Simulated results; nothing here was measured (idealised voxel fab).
Presented below is a process module, voxel self aligned contacts.
In the cross-section labelled cut, the width is 210 nm and each square cell is 5 nm.
How to read a cross-section here: the picture is a grid of square cells, written as bands going from the top down, and any band can span one or more rows of cells.
Read a band's entry like this: the first values are the height of its top and the height of its bottom in nm, and what follows is the sequence of materials from left to right, each with its width in nm. Note that "air" is empty space, and that a single material marked "edge to edge" reaches across the band from edge to edge.
We count height from 0. Below that, the starting wafer is all one material. The lowest band never ends at the bottom but goes on down; see "0 and below" for how that is written.
Graded width ("30->40"): value in top row of band = first number; value in bottom row = second number; row-to-row change constant.
No cell of the cross-section changed in a step that is given as "same as before".
Empty spaces counting at least 8 cells and having no open way to the top are listed in "Enclosed cavity list". The notation width x height at distance is used for each, the distance being from the left edge and all three values in nm.
Read whatever lies past the settings on a step's line as the simulator's own remark about the step.
What "overlay nm" on a step's line means: if the step has a mask, that mask lay this far to the right of its planned place, or, when the value is negative, to the left.
Each pair of cross-sections that follows straddles one process step: the one shows the state before the step, the other the state after it, down to the lowest band that changed and no further. The step in question, and its settings, are given under the pair. Note that a pair is not necessarily a continuation of the pair above it, since pairs can come from different runs of this module on the same starting wafer; it is a continuation only where its entry headed "Pre-process" says so.

### Pre-process
- 55 down to 50 = 50 nm SiO2, 20 nm TiN, 5 nm W, 20 nm TiN, 20 nm SiO2, 20 nm TiN, 5 nm W, 20 nm TiN, 50 nm SiO2
- 50 down to 25 = 15 nm SiO2, 10 nm SiN, 30 nm polySi, 10 nm SiN, 5 nm TiN, 5 nm W, 5 nm TiN, 10 nm SiN, 30 nm polySi, 10 nm SiN, 5 nm TiN, 5 nm W, 5 nm TiN, 10 nm SiN, 30 nm polySi, 10 nm SiN, 15 nm SiO2
- 25 down to 20 = 15 nm SiO2, 10 nm SiN, 30 nm polySi, 10 nm SiN, 15 nm TiN, 10 nm SiN, 30 nm polySi, 10 nm SiN, 15 nm TiN, 10 nm SiN, 30 nm polySi, 10 nm SiN, 15 nm SiO2
- 20 down to 0 = SiN edge to edge
- 0 down to -5 = SiO2 edge to edge
- -5 and below = Si edge to edge
- Enclosed cavity list: none

### Post-Process View
- 60 down to 55 = SiCN edge to edge
- Everything below 55 is unchanged.
- Enclosed cavity list: none
In between the before and after cross-sections above, the step is CONFORMAL_DEP,material SiCN,thk nm 5

### Pre-process
- 30 down to 0 = polySi edge to edge
- 0 down to -5 = SiO2 edge to edge
- -5 and below = Si edge to edge
- Enclosed cavity list: none

### Post-Process View
- 55 down to 30 = SiN edge to edge
- Everything below 30 is unchanged.
- Enclosed cavity list: none
In between the before and after cross-sections above, the step is DIRECTIONAL_DEP,material SiN,thk nm 25

Pre-process: = after-state of the pair above.

### Post-Process View
- 75 down to 55 = 25 nm air, 30 nm resist, 35 nm air, 30 nm resist, 35 nm air, 30 nm resist, 25 nm air
- Everything below 55 is unchanged.
- Enclosed cavity list: none
In between the before and after cross-sections above, the step is PATTERN,tone cover,mask id GATE,material resist,width nm 30,pitch nm 65,thk nm 20,overlay nm 0

Pre-process: = after-state of the pair above.

### Post-Process View
- 75 down to 55 = 25 nm air, 30 nm resist, 35 nm air, 30 nm resist, 35 nm air, 30 nm resist, 25 nm air
- 55 down to 35 = 25 nm air, 30 nm SiN, 35 nm air, 30 nm SiN, 35 nm air, 30 nm SiN, 25 nm air
- Everything below 35 is unchanged.
- Enclosed cavity list: none
In between the before and after cross-sections above, the step is DIRECTIONAL_ETCH,etch materials SiN,depth nm 20

Pre-process: = after-state of the pair above.

### Post-Process View
- 55 down to 35 = 25 nm air, 30 nm SiN, 35 nm air, 30 nm SiN, 35 nm air, 30 nm SiN, 25 nm air
- Everything below 35 is unchanged.
- Enclosed cavity list: none
In between the before and after cross-sections above, the step is STRIP,etch materials resist

Pre-process: = after-state of the pair above.

### Post-Process View
- 65 down to 45 = 15 nm air, 50 nm SiN, 15 nm air, 50 nm SiN, 15 nm air, 50 nm SiN, 15 nm air
- 45 down to 30 = SiN edge to edge
- Everything below 30 is unchanged.
- Enclosed cavity list: none
In between the before and after cross-sections above, the step is CONFORMAL_DEP,material SiN,thk nm 10

Pre-process: = after-state of the pair above.

### Post-Process View
- 55 down to 35 = 15 nm air, 50 nm SiN, 15 nm air, 50 nm SiN, 15 nm air, 50 nm SiN, 15 nm air
- Everything below 35 is unchanged.
- Enclosed cavity list: none
In between the before and after cross-sections above, the step is DIRECTIONAL_ETCH,etch materials SiN,depth nm 10

Pre-process: = after-state of the pair above.

### Post-Process View
- 70 down to 55 = SiO2 edge to edge
- 55 down to 35 = 15 nm SiO2, 50 nm SiN, 15 nm SiO2, 50 nm SiN, 15 nm SiO2, 50 nm SiN, 15 nm SiO2
- Everything below 35 is unchanged.
- Enclosed cavity list: none
In between the before and after cross-sections above, the step is FILL_DEP,material SiO2,thk nm 15

Pre-process: = after-state of the pair above.

### Post-Process View
- 55 down to 35 = 15 nm SiO2, 50 nm SiN, 15 nm SiO2, 50 nm SiN, 15 nm SiO2, 50 nm SiN, 15 nm SiO2
- Everything below 35 is unchanged.
- Enclosed cavity list: none
In between the before and after cross-sections above, the step is CMP,height nm 55

Pre-process: = after-state of the pair above.

### Post-Process View
- 70 down to 55 = 50 nm resist, 45 nm air, 20 nm resist, 45 nm air, 50 nm resist
- Everything below 55 is unchanged.
- Enclosed cavity list: none
In between the before and after cross-sections above, the step is PATTERN,tone open,mask id CONTACT,material resist,width nm 45,pitch nm 65,thk nm 15,overlay nm 0

Pre-process: = after-state of the pair above.

### Post-Process View
- 70 down to 55 = 50 nm resist, 45 nm air, 20 nm resist, 45 nm air, 50 nm resist
- 55 down to 35 = 15 nm SiO2, 50 nm SiN, 15 nm air, 50 nm SiN, 15 nm air, 50 nm SiN, 15 nm SiO2
- Everything below 35 is unchanged.
- Enclosed cavity list: none
In between the before and after cross-sections above, the step is DIRECTIONAL_ETCH,etch materials SiO2,depth nm 60

Pre-process: = after-state of the pair above.

### Post-Process View
- 55 down to 35 = 15 nm SiO2, 50 nm SiN, 15 nm air, 50 nm SiN, 15 nm air, 50 nm SiN, 15 nm SiO2
- Everything below 35 is unchanged.
- Enclosed cavity list: none
In between the before and after cross-sections above, the step is STRIP,etch materials resist

Pre-process: = after-state of the pair above.

### Post-Process View
- 60 down to 55 = 70 nm TiN, 5 nm air, 60 nm TiN, 5 nm air, 70 nm TiN
- 55 down to 40 = 15 nm SiO2, 50 nm SiN, 5 nm TiN, 5 nm air, 5 nm TiN, 50 nm SiN, 5 nm TiN, 5 nm air, 5 nm TiN, 50 nm SiN, 15 nm SiO2
- 40 down to 35 = 15 nm SiO2, 50 nm SiN, 15 nm TiN, 50 nm SiN, 15 nm TiN, 50 nm SiN, 15 nm SiO2
- Everything below 35 is unchanged.
- Enclosed cavity list: none
In between the before and after cross-sections above, the step is CONFORMAL_DEP,material TiN,thk nm 5

Pre-process: = after-state of the pair above.

### Post-Process View
- 65 down to 60 = W edge to edge
- 60 down to 55 = 70 nm TiN, 5 nm W, 60 nm TiN, 5 nm W, 70 nm TiN
- 55 down to 40 = 15 nm SiO2, 50 nm SiN, 5 nm TiN, 5 nm W, 5 nm TiN, 50 nm SiN, 5 nm TiN, 5 nm W, 5 nm TiN, 50 nm SiN, 15 nm SiO2
- Everything below 40 is unchanged.
- Enclosed cavity list: none
In between the before and after cross-sections above, the step is FILL_DEP,material W,thk nm 5

Pre-process: = after-state of the pair above.

### Post-Process View
- 55 down to 40 = 15 nm SiO2, 50 nm SiN, 5 nm TiN, 5 nm W, 5 nm TiN, 50 nm SiN, 5 nm TiN, 5 nm W, 5 nm TiN, 50 nm SiN, 15 nm SiO2
- Everything below 40 is unchanged.
- Enclosed cavity list: none
In between the before and after cross-sections above, the step is CMP,height nm 55

Pre-process: = after-state of the pair above.

### Post-Process View
- 60 down to 55 = SiCN edge to edge
- Everything below 55 is unchanged.
- Enclosed cavity list: none
In between the before and after cross-sections above, the step is CONFORMAL_DEP,material SiCN,thk nm 5

### Pre-process
- 55 down to 50 = SiO2 edge to edge
- 50 down to 30 = 15 nm SiO2, 50 nm SiN, 15 nm SiO2, 50 nm SiN, 15 nm SiO2, 50 nm SiN, 15 nm SiO2
- 30 down to 0 = 15 nm SiO2, 10 nm SiN, 30 nm polySi, 10 nm SiN, 15 nm SiO2, 10 nm SiN, 30 nm polySi, 10 nm SiN, 15 nm SiO2, 10 nm SiN, 30 nm polySi, 10 nm SiN, 15 nm SiO2
- 0 down to -5 = SiO2 edge to edge
- -5 and below = Si edge to edge
- Enclosed cavity list: none

### Post-Process View
- 70 down to 55 = 55 nm resist, 40 nm air, 25 nm resist, 40 nm air, 50 nm resist
- Everything below 55 is unchanged.
- Enclosed cavity list: none
In between the before and after cross-sections above, the step is PATTERN,tone open,mask id CONTACT,material resist,width nm 40,pitch nm 65,thk nm 15,overlay nm 0

Pre-process: = after-state of the pair above.

### Post-Process View
- 70 down to 55 = 55 nm resist, 40 nm air, 25 nm resist, 40 nm air, 50 nm resist
- 55 down to 50 = 55 nm SiO2, 40 nm air, 25 nm SiO2, 40 nm air, 50 nm SiO2
- 50 down to 30 = 15 nm SiO2, 50 nm SiN, 15 nm air, 50 nm SiN, 15 nm air, 50 nm SiN, 15 nm SiO2
- 30 down to 0 = 15 nm SiO2, 10 nm SiN, 30 nm polySi, 10 nm SiN, 15 nm air, 10 nm SiN, 30 nm polySi, 10 nm SiN, 15 nm air, 10 nm SiN, 30 nm polySi, 10 nm SiN, 15 nm SiO2
- 0 down to -5 = 65 nm SiO2, 15 nm air, 50 nm SiO2, 15 nm air, 65 nm SiO2
- Everything below -5 is unchanged.
- Enclosed cavity list: none
In between the before and after cross-sections above, the step is DIRECTIONAL_ETCH,etch materials SiO2,depth nm 60

Pre-process: = after-state of the pair above.

### Post-Process View
- 55 down to 50 = 55 nm SiO2, 40 nm air, 25 nm SiO2, 40 nm air, 50 nm SiO2
- Everything below 50 is unchanged.
- Enclosed cavity list: none
In between the before and after cross-sections above, the step is STRIP,etch materials resist

Pre-process: = after-state of the pair above.

### Post-Process View
- 60 down to 55 = 60 nm TiN, 30 nm air, 35 nm TiN, 30 nm air, 55 nm TiN
- 55 down to 50 = 55 nm SiO2, 15 nm TiN, 5 nm air, 20 nm TiN, 25 nm SiO2, 15 nm TiN, 5 nm air, 20 nm TiN, 50 nm SiO2
- 50 down to 30 = 15 nm SiO2, 50 nm SiN, 5 nm TiN, 5 nm air, 5 nm TiN, 50 nm SiN, 5 nm TiN, 5 nm air, 5 nm TiN, 50 nm SiN, 15 nm SiO2
- 30 down to 0 = 15 nm SiO2, 10 nm SiN, 30 nm polySi, 10 nm SiN, 5 nm TiN, 5 nm air, 5 nm TiN, 10 nm SiN, 30 nm polySi, 10 nm SiN, 5 nm TiN, 5 nm air, 5 nm TiN, 10 nm SiN, 30 nm polySi, 10 nm SiN, 15 nm SiO2
- 0 down to -5 = 65 nm SiO2, 15 nm TiN, 50 nm SiO2, 15 nm TiN, 65 nm SiO2
- Everything below -5 is unchanged.
- Enclosed cavity list: none
In between the before and after cross-sections above, the step is CONFORMAL_DEP,material TiN,thk nm 5

Pre-process: = after-state of the pair above.

### Post-Process View
- 65 down to 60 = W edge to edge
- 60 down to 55 = 60 nm TiN, 30 nm W, 35 nm TiN, 30 nm W, 55 nm TiN
- 55 down to 50 = 55 nm SiO2, 15 nm TiN, 5 nm W, 20 nm TiN, 25 nm SiO2, 15 nm TiN, 5 nm W, 20 nm TiN, 50 nm SiO2
- 50 down to 30 = 15 nm SiO2, 50 nm SiN, 5 nm TiN, 5 nm W, 5 nm TiN, 50 nm SiN, 5 nm TiN, 5 nm W, 5 nm TiN, 50 nm SiN, 15 nm SiO2
- 30 down to 0 = 15 nm SiO2, 10 nm SiN, 30 nm polySi, 10 nm SiN, 5 nm TiN, 5 nm W, 5 nm TiN, 10 nm SiN, 30 nm polySi, 10 nm SiN, 5 nm TiN, 5 nm W, 5 nm TiN, 10 nm SiN, 30 nm polySi, 10 nm SiN, 15 nm SiO2
- Everything below 0 is unchanged.
- Enclosed cavity list: none
In between the before and after cross-sections above, the step is FILL_DEP,material W,thk nm 5

Pre-process: = after-state of the pair above.

### Post-Process View
- 55 down to 50 = 55 nm SiO2, 15 nm TiN, 5 nm W, 20 nm TiN, 25 nm SiO2, 15 nm TiN, 5 nm W, 20 nm TiN, 50 nm SiO2
- Everything below 50 is unchanged.
- Enclosed cavity list: none
In between the before and after cross-sections above, the step is CMP,height nm 55

Pre-process: = after-state of the pair above.

### Post-Process View
- 60 down to 55 = SiCN edge to edge
- Everything below 55 is unchanged.
- Enclosed cavity list: none
In between the before and after cross-sections above, the step is CONFORMAL_DEP,material SiCN,thk nm 5

### Pre-process
- 55 down to 50 = SiO2 edge to edge
- 50 down to 30 = 15 nm SiO2, 50 nm SiN, 15 nm SiO2, 50 nm SiN, 15 nm SiO2, 50 nm SiN, 15 nm SiO2
- 30 down to 0 = 15 nm SiO2, 10 nm SiN, 30 nm polySi, 10 nm SiN, 15 nm SiO2, 10 nm SiN, 30 nm polySi, 10 nm SiN, 15 nm SiO2, 10 nm SiN, 30 nm polySi, 10 nm SiN, 15 nm SiO2
- 0 down to -5 = SiO2 edge to edge
- -5 and below = Si edge to edge
- Enclosed cavity list: none

### Post-Process View
- 70 down to 55 = 45 nm resist, 45 nm air, 20 nm resist, 45 nm air, 55 nm resist
- Everything below 55 is unchanged.
- Enclosed cavity list: none
In between the before and after cross-sections above, the step is PATTERN,tone open,mask id CONTACT,material resist,width nm 45,pitch nm 65,thk nm 15,overlay nm -5

Pre-process: = after-state of the pair above.

### Post-Process View
- 70 down to 55 = 45 nm resist, 45 nm air, 20 nm resist, 45 nm air, 55 nm resist
- 55 down to 50 = 45 nm SiO2, 45 nm air, 20 nm SiO2, 45 nm air, 55 nm SiO2
- 50 down to 30 = 15 nm SiO2, 50 nm SiN, 15 nm air, 50 nm SiN, 15 nm air, 50 nm SiN, 15 nm SiO2
- 30 down to 0 = 15 nm SiO2, 10 nm SiN, 30 nm polySi, 10 nm SiN, 15 nm air, 10 nm SiN, 30 nm polySi, 10 nm SiN, 15 nm air, 10 nm SiN, 30 nm polySi, 10 nm SiN, 15 nm SiO2
- 0 down to -5 = 65 nm SiO2, 15 nm air, 50 nm SiO2, 15 nm air, 65 nm SiO2
- Everything below -5 is unchanged.
- Enclosed cavity list: none
In between the before and after cross-sections above, the step is DIRECTIONAL_ETCH,etch materials SiO2,depth nm 60

Pre-process: = after-state of the pair above.

### Post-Process View
- 55 down to 50 = 45 nm SiO2, 45 nm air, 20 nm SiO2, 45 nm air, 55 nm SiO2
- Everything below 50 is unchanged.
- Enclosed cavity list: none
In between the before and after cross-sections above, the step is STRIP,etch materials resist

Pre-process: = after-state of the pair above.

### Post-Process View
- 60 down to 55 = 50 nm TiN, 35 nm air, 30 nm TiN, 35 nm air, 60 nm TiN
- 55 down to 50 = 45 nm SiO2, 25 nm TiN, 5 nm air, 15 nm TiN, 20 nm SiO2, 25 nm TiN, 5 nm air, 15 nm TiN, 55 nm SiO2
- 50 down to 30 = 15 nm SiO2, 50 nm SiN, 5 nm TiN, 5 nm air, 5 nm TiN, 50 nm SiN, 5 nm TiN, 5 nm air, 5 nm TiN, 50 nm SiN, 15 nm SiO2
- 30 down to 0 = 15 nm SiO2, 10 nm SiN, 30 nm polySi, 10 nm SiN, 5 nm TiN, 5 nm air, 5 nm TiN, 10 nm SiN, 30 nm polySi, 10 nm SiN, 5 nm TiN, 5 nm air, 5 nm TiN, 10 nm SiN, 30 nm polySi, 10 nm SiN, 15 nm SiO2
- 0 down to -5 = 65 nm SiO2, 15 nm TiN, 50 nm SiO2, 15 nm TiN, 65 nm SiO2
- Everything below -5 is unchanged.
- Enclosed cavity list: none
In between the before and after cross-sections above, the step is CONFORMAL_DEP,material TiN,thk nm 5

Pre-process: = after-state of the pair above.

### Post-Process View
- 65 down to 60 = W edge to edge
- 60 down to 55 = 50 nm TiN, 35 nm W, 30 nm TiN, 35 nm W, 60 nm TiN
- 55 down to 50 = 45 nm SiO2, 25 nm TiN, 5 nm W, 15 nm TiN, 20 nm SiO2, 25 nm TiN, 5 nm W, 15 nm TiN, 55 nm SiO2
- 50 down to 30 = 15 nm SiO2, 50 nm SiN, 5 nm TiN, 5 nm W, 5 nm TiN, 50 nm SiN, 5 nm TiN, 5 nm W, 5 nm TiN, 50 nm SiN, 15 nm SiO2
- 30 down to 0 = 15 nm SiO2, 10 nm SiN, 30 nm polySi, 10 nm SiN, 5 nm TiN, 5 nm W, 5 nm TiN, 10 nm SiN, 30 nm polySi, 10 nm SiN, 5 nm TiN, 5 nm W, 5 nm TiN, 10 nm SiN, 30 nm polySi, 10 nm SiN, 15 nm SiO2
- Everything below 0 is unchanged.
- Enclosed cavity list: none
In between the before and after cross-sections above, the step is FILL_DEP,material W,thk nm 5

Pre-process: = after-state of the pair above.

### Post-Process View
- 55 down to 50 = 45 nm SiO2, 25 nm TiN, 5 nm W, 15 nm TiN, 20 nm SiO2, 25 nm TiN, 5 nm W, 15 nm TiN, 55 nm SiO2
- Everything below 50 is unchanged.
- Enclosed cavity list: none
In between the before and after cross-sections above, the step is CMP,height nm 55

Pre-process: = after-state of the pair above.

### Post-Process View
- 60 down to 55 = SiCN edge to edge
- Everything below 55 is unchanged.
- Enclosed cavity list: none
In between the before and after cross-sections above, the step is CONFORMAL_DEP,material SiCN,thk nm 5

### Pre-process
- 60 down to 55 = 55 nm TiN, 35 nm air, 30 nm TiN, 35 nm air, 55 nm TiN
- 55 down to 50 = 50 nm SiO2, 20 nm TiN, 5 nm air, 20 nm TiN, 20 nm SiO2, 20 nm TiN, 5 nm air, 20 nm TiN, 50 nm SiO2
- 50 down to 30 = 15 nm SiO2, 50 nm SiN, 5 nm TiN, 5 nm air, 5 nm TiN, 50 nm SiN, 5 nm TiN, 5 nm air, 5 nm TiN, 50 nm SiN, 15 nm SiO2
- 30 down to 0 = 15 nm SiO2, 10 nm SiN, 30 nm polySi, 10 nm SiN, 5 nm TiN, 5 nm air, 5 nm TiN, 10 nm SiN, 30 nm polySi, 10 nm SiN, 5 nm TiN, 5 nm air, 5 nm TiN, 10 nm SiN, 30 nm polySi, 10 nm SiN, 15 nm SiO2
- 0 down to -5 = 65 nm SiO2, 15 nm TiN, 50 nm SiO2, 15 nm TiN, 65 nm SiO2
- -5 and below = Si edge to edge
- Enclosed cavity list: none

### Post-Process View
- 65 down to 60 = SiCN edge to edge
- 60 down to 55 = 55 nm TiN, 35 nm SiCN, 30 nm TiN, 35 nm SiCN, 55 nm TiN
- 55 down to 50 = 50 nm SiO2, 20 nm TiN, 5 nm SiCN, 20 nm TiN, 20 nm SiO2, 20 nm TiN, 5 nm SiCN, 20 nm TiN, 50 nm SiO2
- 50 down to 30 = 15 nm SiO2, 50 nm SiN, 5 nm TiN, 5 nm SiCN, 5 nm TiN, 50 nm SiN, 5 nm TiN, 5 nm SiCN, 5 nm TiN, 50 nm SiN, 15 nm SiO2
- 30 down to 0 = 15 nm SiO2, 10 nm SiN, 30 nm polySi, 10 nm SiN, 5 nm TiN, 5 nm SiCN, 5 nm TiN, 10 nm SiN, 30 nm polySi, 10 nm SiN, 5 nm TiN, 5 nm SiCN, 5 nm TiN, 10 nm SiN, 30 nm polySi, 10 nm SiN, 15 nm SiO2
- Everything below 0 is unchanged.
- Enclosed cavity list: none
In between the before and after cross-sections above, the step is FILL_DEP,material SiCN,thk nm 5

Pre-process: = after-state of the pair above.

### Post-Process View
- 55 down to 50 = 50 nm SiO2, 20 nm TiN, 5 nm SiCN, 20 nm TiN, 20 nm SiO2, 20 nm TiN, 5 nm SiCN, 20 nm TiN, 50 nm SiO2
- Everything below 50 is unchanged.
- Enclosed cavity list: none
In between the before and after cross-sections above, the step is CMP,height nm 55

Pre-process: = after-state of the pair above.

### Post-Process View
- 60 down to 55 = SiCN edge to edge
- Everything below 55 is unchanged.
- Enclosed cavity list: none
In between the before and after cross-sections above, the step is CONFORMAL_DEP,material SiCN,thk nm 5

### Pre-process
- 55 down to 50 = SiO2 edge to edge
- 50 down to 30 = 15 nm SiO2, 50 nm SiN, 15 nm SiO2, 50 nm SiN, 15 nm SiO2, 50 nm SiN, 15 nm SiO2
- 30 down to 0 = 15 nm SiO2, 10 nm SiN, 30 nm polySi, 10 nm SiN, 15 nm SiO2, 10 nm SiN, 30 nm polySi, 10 nm SiN, 15 nm SiO2, 10 nm SiN, 30 nm polySi, 10 nm SiN, 15 nm SiO2
- 0 down to -5 = SiO2 edge to edge
- -5 and below = Si edge to edge
- Enclosed cavity list: none

### Post-Process View
- 70 down to 55 = 50 nm air, 45 nm resist, 20 nm air, 45 nm resist, 50 nm air
- Everything below 55 is unchanged.
- Enclosed cavity list: none
In between the before and after cross-sections above, the step is PATTERN,tone cover,mask id CONTACT,material resist,width nm 45,pitch nm 65,thk nm 15,overlay nm 0

Pre-process: = after-state of the pair above.

### Post-Process View
- 70 down to 55 = 50 nm air, 45 nm resist, 20 nm air, 45 nm resist, 50 nm air
- 55 down to 50 = 50 nm air, 45 nm SiO2, 20 nm air, 45 nm SiO2, 50 nm air
- 50 down to 30 = 15 nm air, 50 nm SiN, 15 nm SiO2, 50 nm SiN, 15 nm SiO2, 50 nm SiN, 15 nm air
- 30 down to 0 = 15 nm air, 10 nm SiN, 30 nm polySi, 10 nm SiN, 15 nm SiO2, 10 nm SiN, 30 nm polySi, 10 nm SiN, 15 nm SiO2, 10 nm SiN, 30 nm polySi, 10 nm SiN, 15 nm air
- 0 down to -5 = 15 nm air, 180 nm SiO2, 15 nm air
- Everything below -5 is unchanged.
- Enclosed cavity list: none
In between the before and after cross-sections above, the step is DIRECTIONAL_ETCH,etch materials SiO2,depth nm 60

Pre-process: = after-state of the pair above.

### Post-Process View
- 55 down to 50 = 50 nm air, 45 nm SiO2, 20 nm air, 45 nm SiO2, 50 nm air
- Everything below 50 is unchanged.
- Enclosed cavity list: none
In between the before and after cross-sections above, the step is STRIP,etch materials resist

Pre-process: = after-state of the pair above.

### Post-Process View
- 60 down to 55 = 45 nm air, 55 nm TiN, 10 nm air, 55 nm TiN, 45 nm air
- 55 down to 50 = 10 nm air, 40 nm TiN, 45 nm SiO2, 20 nm TiN, 45 nm SiO2, 40 nm TiN, 10 nm air
- 50 down to 30 = 10 nm air, 5 nm TiN, 50 nm SiN, 15 nm SiO2, 50 nm SiN, 15 nm SiO2, 50 nm SiN, 5 nm TiN, 10 nm air
- 30 down to 0 = 10 nm air, 5 nm TiN, 10 nm SiN, 30 nm polySi, 10 nm SiN, 15 nm SiO2, 10 nm SiN, 30 nm polySi, 10 nm SiN, 15 nm SiO2, 10 nm SiN, 30 nm polySi, 10 nm SiN, 5 nm TiN, 10 nm air
- 0 down to -5 = 15 nm TiN, 180 nm SiO2, 15 nm TiN
- Everything below -5 is unchanged.
- Enclosed cavity list: none
In between the before and after cross-sections above, the step is CONFORMAL_DEP,material TiN,thk nm 5

Pre-process: = after-state of the pair above.

### Post-Process View
- 65 down to 60 = W edge to edge
- 60 down to 55 = 45 nm W, 55 nm TiN, 10 nm W, 55 nm TiN, 45 nm W
- 55 down to 50 = 10 nm W, 40 nm TiN, 45 nm SiO2, 20 nm TiN, 45 nm SiO2, 40 nm TiN, 10 nm W
- 50 down to 30 = 10 nm W, 5 nm TiN, 50 nm SiN, 15 nm SiO2, 50 nm SiN, 15 nm SiO2, 50 nm SiN, 5 nm TiN, 10 nm W
- 30 down to 0 = 10 nm W, 5 nm TiN, 10 nm SiN, 30 nm polySi, 10 nm SiN, 15 nm SiO2, 10 nm SiN, 30 nm polySi, 10 nm SiN, 15 nm SiO2, 10 nm SiN, 30 nm polySi, 10 nm SiN, 5 nm TiN, 10 nm W
- Everything below 0 is unchanged.
- Enclosed cavity list: none
In between the before and after cross-sections above, the step is FILL_DEP,material W,thk nm 5

Pre-process: = after-state of the pair above.

### Post-Process View
- 55 down to 50 = 10 nm W, 40 nm TiN, 45 nm SiO2, 20 nm TiN, 45 nm SiO2, 40 nm TiN, 10 nm W
- Everything below 50 is unchanged.
- Enclosed cavity list: none
In between the before and after cross-sections above, the step is CMP,height nm 55

Pre-process: = after-state of the pair above.

### Post-Process View
- 60 down to 55 = SiCN edge to edge
- Everything below 55 is unchanged.
- Enclosed cavity list: none
In between the before and after cross-sections above, the step is CONFORMAL_DEP,material SiCN,thk nm 5
